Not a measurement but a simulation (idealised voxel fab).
Module name: voxel self aligned contacts (process module)
Pictured: cross-section cut, 280 nm wide, on a grid of 5 nm square cells.
Throughout this document, each cross-section is represented as a grid of square cells and is presented as a sequence of bands enumerated from the top downward, where a band comprises one or more rows of cells.
Quick guide to a band line: top height, bottom height (nm) up front; then every material left to right with its width in nm. Only one material and it's marked "all across"? Then it fills the band edge to edge. And "blank" just means empty space.
All heights in this document are referenced to 0, defined as the level beneath which the wafer, as received, consists entirely of one material. The lowest band is not bounded below; it extends indefinitely downward and is written in the form "0 -> down".
So if you see something like "30 to 40" for the width, read it as the top row of the band sitting at the first number and the bottom row at the second, with every row in between moving by the same amount as the last.
"no change occurred" (step): cross-section cells unchanged, all of them.
Under "Enclosed cavities" you'll find the enclosed gaps, the ones with no way out to the top, that are 8 cells or bigger; each reads width x height at distance, with distance counted from the left edge, everything in nm.
Anything after a step's settings on that line? It's the simulator's own note about the step.
Among the settings permitted on a step's line is "overlay nm"; applied to a step with a mask, it specifies the extent to which the mask lay to the right of its planned position, whereas a negative figure signifies a position to the left.

Set out below are the planned steps of the process
1: RECEIVE | material Si
2: OXIDIZE | depth nm 5
3: DIRECTIONAL_DEP | material polySi | thk nm 20
4: DIRECTIONAL_DEP | material SiN | thk nm 25
5: DIRECTIONAL_DEP | material aC | thk nm 10
6: PATTERN | tone cover | mask id GATE | material resist | width nm 30 | pitch nm 75 | thk nm 25 | overlay nm 0
7: DIRECTIONAL_ETCH | etch materials aC | depth nm 10
8: STRIP | etch materials resist
9: DIRECTIONAL_ETCH | etch materials SiN | depth nm 25
10: DIRECTIONAL_ETCH | etch materials polySi | depth nm 20
11: STRIP | etch materials aC
12: CONFORMAL_DEP | material SiN | thk nm 10
13: DIRECTIONAL_ETCH | etch materials SiN | depth nm 10
14: FILL_DEP | material SiO2 | thk nm 15
15: CMP | height nm 55
16: PATTERN | tone open | mask id CONTACT | material resist | width nm 55 | thk nm 15 | overlay nm 0
17: DIRECTIONAL_ETCH | etch materials SiO2 | depth nm 60
18: STRIP | etch materials resist
19: CONFORMAL_DEP | material TiN | thk nm 5
20: FILL_DEP | material W | thk nm 10
21: CMP | height nm 55
22: CONFORMAL_DEP | material SiCN | thk nm 5

Cross-section of the wafer upon arrival, representing the state reached after step 1
* 0 -> down: Si all across
* Enclosed cavities: none

First of two wafers at the end of the module, shown in cross-section; run carried out as planned
* 60 -> 55: SiCN all across
* 55 -> 45: 110 of SiO2, 5 to 20 of TiN, 45 to 15 of W, 5 to 20 of TiN, 115 of SiO2
* 45 -> 20: 75 of SiO2, 50 of SiN, 5 of TiN, 15 of W, 5 of TiN, 50 of SiN, 80 of SiO2
* 20 -> 0: 75 of SiO2, 10 of SiN, 30 of polySi, 10 of SiN, 5 of TiN, 15 of W, 5 of TiN, 10 of SiN, 30 of polySi, 10 of SiN, 80 of SiO2
* 0 -> -5: 125 of SiO2, 25 of TiN, 130 of SiO2
* -5 -> down: Si all across
* Enclosed cavities: none

Cross-section, second wafer: same start as the first, same plan as the first, one mistake in running it; taken at the end of the module
* 60 -> 55: SiCN all across
* 55 -> 45: 105 of SiO2, 5 to 25 of TiN, 55 to 15 of W, 5 to 25 of TiN, 110 of SiO2
* 45 -> 20: 75 of SiO2, 50 of SiN, 5 of TiN, 15 of W, 5 of TiN, 50 of SiN, 80 of SiO2
* 20 -> 0: 75 of SiO2, 10 of SiN, 30 of polySi, 10 of SiN, 5 of TiN, 15 of W, 5 of TiN, 10 of SiN, 30 of polySi, 10 of SiN, 80 of SiO2
* 0 -> -5: 125 of SiO2, 25 of TiN, 130 of SiO2
* -5 -> down: Si all across
* Enclosed cavities: none
Plan not followed: off-plan run, step 16, actual operation and settings PATTERN | tone open | mask id CONTACT | material resist | width nm 65 | thk nm 15 | overlay nm 0
Wafer comparison, final, in cells, second relative to first, materials more or fewer: -4 SiO2; +2 TiN; +2 W
